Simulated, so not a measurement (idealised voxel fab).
process module | voxel local oxidation
cross-section cut | 255 nm wide | cells 5 nm
A cross-section is a grid of square cells, given in bands from the top down. A band is one or more rows of cells.
Each band's line starts with the height of the band's top and of its bottom, in nm. Then come its materials from left to right, each with its width in nm. One material with "throughout" fills the band from edge to edge. "air" is empty space.
Height 0 is the level under which the wafer as received is all one material. The lowest band goes on downwards, as in "0 down".
A width such as "30 to 40" changes by the same amount from each row of cells to the next, from the band's top row to its bottom row.
"no change" after a step means that no cell of the cross-section changed.
closed voids: empty space of 8 cells or more with no open way to the top, each as width x height at its distance from the left edge, in nm
after a step's settings: what the simulator itself notes on the step
overlay nm, on a step with a mask: how far to the right of its planned place the mask lay; to the left if negative
plan
1 op RECEIVE | material Si
2 op CONFORMAL_DEP | material SiO2 | thk nm 5
3 op CONFORMAL_DEP | material SiN | thk nm 15
4 op PATTERN | tone cover | mask id ACTIVE | material resist | width nm 95 | thk nm 20 | overlay nm 0
5 op DIRECTIONAL_ETCH | etch materials SiN | depth nm 15
6 op STRIP | etch materials resist
7 op SELECTIVE_ETCH | etch materials SiO2 | depth nm 5
8 op OXIDIZE | depth nm 10
9 op STRIP | etch materials SiN
as received, after step 1
  0 down: Si throughout
  closed voids: none
a wafer at the end: this start, this plan, one mistake
  5 to 0: air 80 | SiO2 95 | air 80
  0 to -10: SiO2 90 | Si 75 | SiO2 90
  -10 down: Si throughout
  closed voids: none
what went wrong: step 4 ran as: op PATTERN | tone cover | mask id ACTIVE | material resist | width nm 105 | thk nm 20 | overlay nm 0
